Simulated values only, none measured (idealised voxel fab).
This section sets out a process module, namely voxel wiring stack.
Section cut is 145 nm wide and gridded with 5 nm square cells.
Cross-section spec: square-cell grid; bands listed top down; each band is one or more rows. Heights first: top, then bottom, in nm. Then materials, left to right, each with a width in nm. "full width" on a single material: fills the band edge to edge. "empty": empty space. Heights are expressed relative to 0, this being the level below which the as-received wafer comprises one material exclusively. The lowest band is unbounded in the downward direction and is denoted as in "0 and below". Read "30..40" as a graded width: first number on top, second number at the bottom, same change between each pair of neighbouring rows. Basically "no modifications" means that step didn't change any cell in the cross-section. Closed-off voids of 8+ cells (no open route to the top) go in "Enclosed cavities", written width x height at distance from the left edge, in nm. Where a step's line continues beyond its settings, the continuation is a remark by the simulator itself on that step. A step's line can hold "overlay nm"; with a mask on that step, the setting says how far right of the planned place the mask lay, while a negative setting says it lay to the left.
# Process steps foreseen in the plan
1) op RECEIVE | material Si
2) op CONFORMAL_DEP | material SiO2 | thk nm 15
3) op CONFORMAL_DEP | material SiN | thk nm 5
4) op DIRECTIONAL_DEP | material lowk | thk nm 15
5) op PATTERN | tone open | mask id METAL_1 | material resist | width nm 25 | pitch nm 45 | thk nm 20 | overlay nm 0
6) op DIRECTIONAL_ETCH | etch materials lowk | depth nm 15
7) op DIRECTIONAL_ETCH | etch materials SiN | depth nm 5
8) op STRIP | etch materials resist
9) op CONFORMAL_DEP | material TiN | thk nm 5
10) op FILL_DEP | material W | thk nm 5
11) op CMP | height nm 35
12) op CONFORMAL_DEP | material SiCN | thk nm 5
13) op DIRECTIONAL_DEP | material lowk | thk nm 15
14) op PATTERN | tone open | mask id PLUG_1 | material resist | width nm 15 | thk nm 20 | overlay nm 0
15) op DIRECTIONAL_ETCH | etch materials lowk | depth nm 15
16) op DIRECTIONAL_ETCH | etch materials SiCN | depth nm 5
17) op STRIP | etch materials resist
18) op EPI | material Ru | thk nm 10
19) op EPI | material Ru | thk nm 10
20) op DIRECTIONAL_DEP | material TiN | thk nm 5
21) op DIRECTIONAL_DEP | material W | thk nm 25
22) op DIRECTIONAL_DEP | material aC | thk nm 15
23) op PATTERN | tone cover | mask id METAL_2 | material resist | width nm 25 | pitch nm 45 | thk nm 35 | overlay nm 0
24) op DIRECTIONAL_ETCH | etch materials aC | depth nm 15
25) op STRIP | etch materials resist
26) op DIRECTIONAL_ETCH | etch materials W | depth nm 25
27) op DIRECTIONAL_ETCH | etch materials TiN | depth nm 5
28) op STRIP | etch materials aC
29) op FILL_DEP | material lowk | thk nm 5
30) op CMP | height nm 85
31) op CONFORMAL_DEP | material SiN | thk nm 5
# Run as planned: first of two wafers
# Delivered wafer in cross-section: state after step 1
* 0 and below = Si full width
* Enclosed cavities: none
# State of the wafer after step 2, shown in cross-section
* 15 down to 0 = SiO2 full width
* At heights below 0, the structure remains unaltered.
# State of the wafer after step 3, shown in cross-section
* 20 down to 15 = SiN full width
* At heights below 15, the structure remains unaltered.
# State of the wafer after step 4, shown in cross-section
* 35 down to 20 = lowk full width
* At heights below 20, the structure remains unaltered.
# State of the wafer after step 5, shown in cross-section
* 55 down to 35 = resist 35, empty 25, resist 20, empty 25, resist 40
* At heights below 35, the structure remains unaltered.
# State of the wafer after step 6, shown in cross-section
* 55 down to 35 = resist 35, empty 25, resist 20, empty 25, resist 40
* 35 down to 20 = lowk 35, empty 25, lowk 20, empty 25, lowk 40
* At heights below 20, the structure remains unaltered.
# State of the wafer after step 7, shown in cross-section
* 55 down to 35 = resist 35, empty 25, resist 20, empty 25, resist 40
* 35 down to 20 = lowk 35, empty 25, lowk 20, empty 25, lowk 40
* 20 down to 15 = SiN 35, empty 25, SiN 20, empty 25, SiN 40
* At heights below 15, the structure remains unaltered.
# State of the wafer after step 8, shown in cross-section
* 35 down to 20 = lowk 35, empty 25, lowk 20, empty 25, lowk 40
* At heights below 20, the structure remains unaltered.
# State of the wafer after step 9, shown in cross-section
* 40 down to 35 = TiN 40, empty 15, TiN 30, empty 15, TiN 45
* 35 down to 20 = lowk 35, TiN 5, empty 15, TiN 5, lowk 20, TiN 5, empty 15, TiN 5, lowk 40
* 20 down to 15 = SiN 35, TiN 25, SiN 20, TiN 25, SiN 40
* At heights below 15, the structure remains unaltered.
# State of the wafer after step 10, shown in cross-section
* 45 down to 40 = W full width
* 40 down to 35 = TiN 40, W 15, TiN 30, W 15, TiN 45
* 35 down to 20 = lowk 35, TiN 5, W 15, TiN 5, lowk 20, TiN 5, W 15, TiN 5, lowk 40
* At heights below 20, the structure remains unaltered.
# State of the wafer after step 11, shown in cross-section
* 35 down to 20 = lowk 35, TiN 5, W 15, TiN 5, lowk 20, TiN 5, W 15, TiN 5, lowk 40
* At heights below 20, the structure remains unaltered.
# State of the wafer after step 12, shown in cross-section
* 40 down to 35 = SiCN full width
* At heights below 35, the structure remains unaltered.
# State of the wafer after step 13, shown in cross-section
* 55 down to 40 = lowk full width
* At heights below 40, the structure remains unaltered.
# State of the wafer after step 14, shown in cross-section
* 75 down to 55 = resist 35, empty 15, resist 95
* At heights below 55, the structure remains unaltered.
# State of the wafer after step 15, shown in cross-section
* 75 down to 55 = resist 35, empty 15, resist 95
* 55 down to 40 = lowk 35, empty 15, lowk 95
* At heights below 40, the structure remains unaltered.
# State of the wafer after step 16, shown in cross-section
* 75 down to 55 = resist 35, empty 15, resist 95
* 55 down to 40 = lowk 35, empty 15, lowk 95
* 40 down to 35 = SiCN 35, empty 15, SiCN 95
* At heights below 35, the structure remains unaltered.
# State of the wafer after step 17, shown in cross-section
* 55 down to 40 = lowk 35, empty 15, lowk 95
* At heights below 40, the structure remains unaltered.
# State of the wafer after step 18, shown in cross-section
* 55 down to 45 = lowk 35, empty 15, lowk 95
* 45 down to 40 = lowk 35, Ru 15, lowk 95
* 40 down to 35 = SiCN 35, Ru 15, SiCN 95
* At heights below 35, the structure remains unaltered.
# State of the wafer after step 19, shown in cross-section
* 55 down to 40 = lowk 35, Ru 15, lowk 95
* At heights below 40, the structure remains unaltered.
# State of the wafer after step 20, shown in cross-section
* 60 down to 55 = TiN full width
* At heights below 55, the structure remains unaltered.
# State of the wafer after step 21, shown in cross-section
* 85 down to 60 = W full width
* At heights below 60, the structure remains unaltered.
# State of the wafer after step 22, shown in cross-section
* 100 down to 85 = aC full width
* At heights below 85, the structure remains unaltered.
# State of the wafer after step 23, shown in cross-section
* 135 down to 100 = empty 35, resist 25, empty 20, resist 25, empty 40
* At heights below 100, the structure remains unaltered.
# State of the wafer after step 24, shown in cross-section
* 120 down to 100 = empty 35, resist 25, empty 20, resist 25, empty 40
* 100 down to 85 = empty 35, aC 25, empty 20, aC 25, empty 40
* At heights below 85, the structure remains unaltered.
# State of the wafer after step 25, shown in cross-section
* 100 down to 85 = empty 35, aC 25, empty 20, aC 25, empty 40
* At heights below 85, the structure remains unaltered.
# State of the wafer after step 26, shown in cross-section
* 100 down to 85 = empty 35, aC 25, empty 20, aC 25, empty 40
* 85 down to 60 = empty 35, W 25, empty 20, W 25, empty 40
* At heights below 60, the structure remains unaltered.
# State of the wafer after step 27, shown in cross-section
* 100 down to 85 = empty 35, aC 25, empty 20, aC 25, empty 40
* 85 down to 60 = empty 35, W 25, empty 20, W 25, empty 40
* 60 down to 55 = empty 35, TiN 25, empty 20, TiN 25, empty 40
* At heights below 55, the structure remains unaltered.
# State of the wafer after step 28, shown in cross-section
* 85 down to 60 = empty 35, W 25, empty 20, W 25, empty 40
* At heights below 60, the structure remains unaltered.
# State of the wafer after step 29, shown in cross-section
* 90 down to 85 = lowk full width
* 85 down to 60 = lowk 35, W 25, lowk 20, W 25, lowk 40
* 60 down to 55 = lowk 35, TiN 25, lowk 20, TiN 25, lowk 40
* At heights below 55, the structure remains unaltered.
# State of the wafer after step 30, shown in cross-section
* 85 down to 60 = lowk 35, W 25, lowk 20, W 25, lowk 40
* At heights below 60, the structure remains unaltered.
# State of the wafer after step 31, shown in cross-section
* 90 down to 85 = SiN full width
* At heights below 85, the structure remains unaltered.
# Now the other wafer: same start, same recipe, but we messed up one thing when running it. Up to and including step 4 it's the same as the first one
# Look at the second wafer in cross-section at the time step 5 ought to have finished
* 55 down to 35 = resist 40, empty 20, resist 25, empty 20, resist 40
* At heights below 35, the structure remains unaltered.
# Look at the second wafer in cross-section at the time step 6 ought to have finished
* 55 down to 35 = resist 40, empty 20, resist 25, empty 20, resist 40
* 35 down to 20 = lowk 40, empty 20, lowk 25, empty 20, lowk 40
* At heights below 20, the structure remains unaltered.
# Look at the second wafer in cross-section at the time step 7 ought to have finished
* 55 down to 35 = resist 40, empty 20, resist 25, empty 20, resist 40
* 35 down to 20 = lowk 40, empty 20, lowk 25, empty 20, lowk 40
* 20 down to 15 = SiN 40, empty 20, SiN 25, empty 20, SiN 40
* At heights below 15, the structure remains unaltered.
# Look at the second wafer in cross-section at the time step 8 ought to have finished
* 35 down to 20 = lowk 40, empty 20, lowk 25, empty 20, lowk 40
* At heights below 20, the structure remains unaltered.
# Look at the second wafer in cross-section at the time step 9 ought to have finished
* 40 down to 35 = TiN 45, empty 10, TiN 35, empty 10, TiN 45
* 35 down to 20 = lowk 40, TiN 5, empty 10, TiN 5, lowk 25, TiN 5, empty 10, TiN 5, lowk 40
* 20 down to 15 = SiN 40, TiN 20, SiN 25, TiN 20, SiN 40
* At heights below 15, the structure remains unaltered.
# Look at the second wafer in cross-section at the time step 10 ought to have finished
* 45 down to 40 = W full width
* 40 down to 35 = TiN 45, W 10, TiN 35, W 10, TiN 45
* 35 down to 20 = lowk 40, TiN 5, W 10, TiN 5, lowk 25, TiN 5, W 10, TiN 5, lowk 40
* At heights below 20, the structure remains unaltered.
# Look at the second wafer in cross-section at the time step 11 ought to have finished
* 35 down to 20 = lowk 40, TiN 5, W 10, TiN 5, lowk 25, TiN 5, W 10, TiN 5, lowk 40
* At heights below 20, the structure remains unaltered.
# Look at the second wafer in cross-section at the time step 12 ought to have finished
* 40 down to 35 = SiCN full width
* At heights below 35, the structure remains unaltered.
# Look at the second wafer in cross-section at the time step 13 ought to have finished
* 55 down to 40 = lowk full width
* At heights below 40, the structure remains unaltered.
# Look at the second wafer in cross-section at the time step 14 ought to have finished
* 75 down to 55 = resist 35, empty 15, resist 95
* At heights below 55, the structure remains unaltered.
# Look at the second wafer in cross-section at the time step 15 ought to have finished
* 75 down to 55 = resist 35, empty 15, resist 95
* 55 down to 40 = lowk 35, empty 15, lowk 95
* At heights below 40, the structure remains unaltered.
# Look at the second wafer in cross-section at the time step 16 ought to have finished
* 75 down to 55 = resist 35, empty 15, resist 95
* 55 down to 40 = lowk 35, empty 15, lowk 95
* 40 down to 35 = SiCN 35, empty 15, SiCN 95
* At heights below 35, the structure remains unaltered.
# Look at the second wafer in cross-section at the time step 17 ought to have finished
* 55 down to 40 = lowk 35, empty 15, lowk 95
* At heights below 40, the structure remains unaltered.
# Look at the second wafer in cross-section at the time step 18 ought to have finished
* 55 down to 45 = lowk 35, empty 15, lowk 95
* 45 down to 40 = lowk 35, Ru 15, lowk 95
* 40 down to 35 = SiCN 35, Ru 15, SiCN 95
* At heights below 35, the structure remains unaltered.
# Look at the second wafer in cross-section at the time step 19 ought to have finished
* 55 down to 40 = lowk 35, Ru 15, lowk 95
* At heights below 40, the structure remains unaltered.
# Look at the second wafer in cross-section at the time step 20 ought to have finished
* 60 down to 55 = TiN full width
* At heights below 55, the structure remains unaltered.
# Look at the second wafer in cross-section at the time step 21 ought to have finished
* 85 down to 60 = W full width
* At heights below 60, the structure remains unaltered.
# Look at the second wafer in cross-section at the time step 22 ought to have finished
* 100 down to 85 = aC full width
* At heights below 85, the structure remains unaltered.
# Look at the second wafer in cross-section at the time step 23 ought to have finished
* 135 down to 100 = empty 35, resist 25, empty 20, resist 25, empty 40
* At heights below 100, the structure remains unaltered.
# Look at the second wafer in cross-section at the time step 24 ought to have finished
* 120 down to 100 = empty 35, resist 25, empty 20, resist 25, empty 40
* 100 down to 85 = empty 35, aC 25, empty 20, aC 25, empty 40
* At heights below 85, the structure remains unaltered.
# Look at the second wafer in cross-section at the time step 25 ought to have finished
* 100 down to 85 = empty 35, aC 25, empty 20, aC 25, empty 40
* At heights below 85, the structure remains unaltered.
# Look at the second wafer in cross-section at the time step 26 ought to have finished
* 100 down to 85 = empty 35, aC 25, empty 20, aC 25, empty 40
* 85 down to 60 = empty 35, W 25, empty 20, W 25, empty 40
* At heights below 60, the structure remains unaltered.
# Look at the second wafer in cross-section at the time step 27 ought to have finished
* 100 down to 85 = empty 35, aC 25, empty 20, aC 25, empty 40
* 85 down to 60 = empty 35, W 25, empty 20, W 25, empty 40
* 60 down to 55 = empty 35, TiN 25, empty 20, TiN 25, empty 40
* At heights below 55, the structure remains unaltered.
# Look at the second wafer in cross-section at the time step 28 ought to have finished
* 85 down to 60 = empty 35, W 25, empty 20, W 25, empty 40
* At heights below 60, the structure remains unaltered.
# Look at the second wafer in cross-section at the time step 29 ought to have finished
* 90 down to 85 = lowk full width
* 85 down to 60 = lowk 35, W 25, lowk 20, W 25, lowk 40
* 60 down to 55 = lowk 35, TiN 25, lowk 20, TiN 25, lowk 40
* At heights below 55, the structure remains unaltered.
# Look at the second wafer in cross-section at the time step 30 ought to have finished
* 85 down to 60 = lowk 35, W 25, lowk 20, W 25, lowk 40
* At heights below 60, the structure remains unaltered.
# Look at the second wafer in cross-section at the time step 31 ought to have finished
* 90 down to 85 = SiN full width
* At heights below 85, the structure remains unaltered.
It is concluded that the wafer was processed incorrectly with respect to the plan, in that step 5 changed vs plan, executed as op PATTERN | tone open | mask id METAL_1 | material resist | width nm 20 | pitch nm 45 | thk nm 20 | overlay nm 0
Once processing is complete, comparing cell counts shows that the second wafer has more or fewer of certain materials than the first: 2 more of SiN, 2 fewer of TiN, 6 fewer of W, 6 more of lowk
